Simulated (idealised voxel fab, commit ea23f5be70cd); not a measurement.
process module | voxel transistor to metal
cross-section cut | 280 nm wide | cells 5 nm
A cross-section is a grid of square cells, given in bands from the top down. A band is one or more rows of cells.
Each band's line starts with the height of the band's top and of its bottom, in nm. Then come its materials from left to right, each with its width in nm. One material with "throughout" fills the band from edge to edge. "air" is empty space.
Height 0 is the level under which the wafer as received is all one material. The lowest band goes on downwards, as in "0 down".
A width such as "30 to 40" changes by the same amount from each row of cells to the next, from the band's top row to its bottom row.
"no change" after a step means that no cell of the cross-section changed.
closed voids: empty space of 8 cells or more with no open way to the top, each as width x height at its distance from the left edge, in nm
after a step's settings: what the simulator itself notes on the step
overlay nm, on a step with a mask: how far to the right of its planned place the mask lay; to the left if negative
plan
1 op RECEIVE | material Si
2 op OXIDIZE | depth nm 5
3 op CONFORMAL_DEP | material SiN | thk nm 10
4 op PATTERN | tone cover | mask id ACTIVE | material resist | width nm 105 | pitch nm 125 | thk nm 15 | overlay nm 0
5 op DIRECTIONAL_ETCH | etch materials SiN | depth nm 10
6 op DIRECTIONAL_ETCH | etch materials SiO2 | depth nm 5
7 op DIRECTIONAL_ETCH | etch materials Si | depth nm 30
8 op STRIP | etch materials resist
9 op OXIDIZE | depth nm 5
10 op FILL_DEP | material SiO2 | thk nm 15
11 op CMP | height nm 10
12 op SELECTIVE_ETCH | etch materials SiO2 | depth nm 5
13 op STRIP | etch materials SiN
14 op SELECTIVE_ETCH | etch materials SiO2 | depth nm 5
15 op OXIDIZE | depth nm 5
16 op DIRECTIONAL_DEP | material polySi | thk nm 20
17 op DIRECTIONAL_DEP | material SiCN | thk nm 15
18 op DIRECTIONAL_DEP | material aC | thk nm 15
19 op PATTERN | tone cover | mask id GATE | material resist | width nm 15 | pitch nm 125 | thk nm 30 | overlay nm 0
20 op DIRECTIONAL_ETCH | etch materials aC | depth nm 15
21 op STRIP | etch materials resist
22 op DIRECTIONAL_ETCH | etch materials SiCN | depth nm 25
23 op DIRECTIONAL_ETCH | etch materials polySi | depth nm 30
24 op STRIP | etch materials aC
25 op CONFORMAL_DEP | material SiO2 | thk nm 5
26 op DIRECTIONAL_ETCH | etch materials SiO2 | depth nm 5
27 op CONFORMAL_DEP | material SiN | thk nm 5
28 op DIRECTIONAL_ETCH | etch materials SiN | depth nm 5
29 op DIRECTIONAL_ETCH | etch materials SiO2 | depth nm 5
30 op DIRECTIONAL_ETCH | etch materials Si | depth nm 10
31 op EPI | material pSi | thk nm 15
32 op FILL_DEP | material SiO2 | thk nm 5
33 op CMP | height nm 30
34 op DIRECTIONAL_DEP | material SiO2 | thk nm 10
35 op MASKED_ETCH | tone open | mask id CONTACT | width nm 35 | etch materials SiO2 | depth nm 45 | overlay nm 0
36 op CONFORMAL_DEP | material TiN | thk nm 5
37 op FILL_DEP | material Ru | thk nm 10
38 op CMP | height nm 40
39 op DIRECTIONAL_DEP | material TiN | thk nm 5
40 op DIRECTIONAL_DEP | material W | thk nm 20
41 op MASKED_ETCH | tone cover | mask id METAL_1 | width nm 20 | etch materials W | depth nm 20 | overlay nm 0
42 op MASKED_ETCH | tone cover | mask id METAL_1 | width nm 20 | etch materials TiN | depth nm 5 | overlay nm 0
43 op FILL_DEP | material lowk | thk nm 5
44 op CMP | height nm 65
45 op CONFORMAL_DEP | material SiN | thk nm 5
as received, after step 1
  0 down: Si throughout
  closed voids: none
a wafer at the end: this start, this plan, one mistake
  70 to 65: SiN throughout
  65 to 45: lowk 30 | W 20 | lowk 55 | W 20 | lowk 30 | W 20 | lowk 55 | W 20 | lowk 30
  45 to 40: lowk 30 | TiN 20 | lowk 55 | TiN 20 | lowk 30 | TiN 20 | lowk 55 | TiN 20 | lowk 30
  40 to 30: SiO2 30 | TiN 5 | Ru 25 to 20 | TiN 5 to 10 | SiO2 25 | TiN 5 to 10 | Ru 25 to 20 | TiN 5 | SiO2 30 | TiN 5 | Ru 25 to 20 | TiN 5 to 10 | SiO2 25 | TiN 5 to 10 | Ru 25 to 20 | TiN 5 | SiO2 30
  30 to 15: SiO2 30 | TiN 5 | Ru 20 | TiN 5 | SiN 5 | SiO2 5 | SiCN 15 | SiO2 5 | SiN 5 | TiN 5 | Ru 20 | TiN 5 | SiO2 30 | TiN 5 | Ru 20 | TiN 5 | SiN 5 | SiO2 5 | SiCN 15 | SiO2 5 | SiN 5 | TiN 5 | Ru 20 | TiN 5 | SiO2 30
  15 to 5: SiO2 30 | TiN 5 | Ru 20 to 5 | TiN 5 to 20 | SiN 5 | SiO2 5 | polySi 15 | SiO2 5 | SiN 5 | TiN 5 to 20 | Ru 20 to 5 | TiN 5 | SiO2 30 | TiN 5 | Ru 20 to 5 | TiN 5 to 20 | SiN 5 | SiO2 5 | polySi 15 | SiO2 5 | SiN 5 | TiN 5 to 20 | Ru 20 to 5 | TiN 5 | SiO2 30
  5 to 0: SiO2 30 | TiN 5 | Ru 5 | TiN 5 | pSi 15 | SiN 5 | SiO2 5 | polySi 15 | SiO2 5 | SiN 5 | pSi 15 | TiN 5 | Ru 5 | TiN 5 | SiO2 30 | TiN 5 | Ru 5 | TiN 5 | pSi 15 | SiN 5 | SiO2 5 | polySi 15 | SiO2 5 | SiN 5 | pSi 15 | TiN 5 | Ru 5 | TiN 5 | SiO2 30
  0 to -5: SiO2 25 | SiN 5 | TiN 15 | pSi 15 | SiN 5 | SiO2 5 | polySi 15 | SiO2 5 | SiN 5 | pSi 15 | TiN 15 | SiN 5 | SiO2 20 | SiN 5 | TiN 15 | pSi 15 | SiN 5 | SiO2 5 | polySi 15 | SiO2 5 | SiN 5 | pSi 15 | TiN 15 | SiN 5 | SiO2 25
  -5 to -10: SiO2 30 | pSi 30 | SiO2 35 | pSi 30 | SiO2 30 | pSi 30 | SiO2 35 | pSi 30 | SiO2 30
  -10 to -20: SiO2 30 | pSi 30 | Si 35 | pSi 30 | SiO2 30 | pSi 30 | Si 35 | pSi 30 | SiO2 30
  -20 to -70: SiO2 30 | Si 95 | SiO2 30 | Si 95 | SiO2 30
  -70 down: Si throughout
  closed voids: none
what went wrong: step 7 was run twice
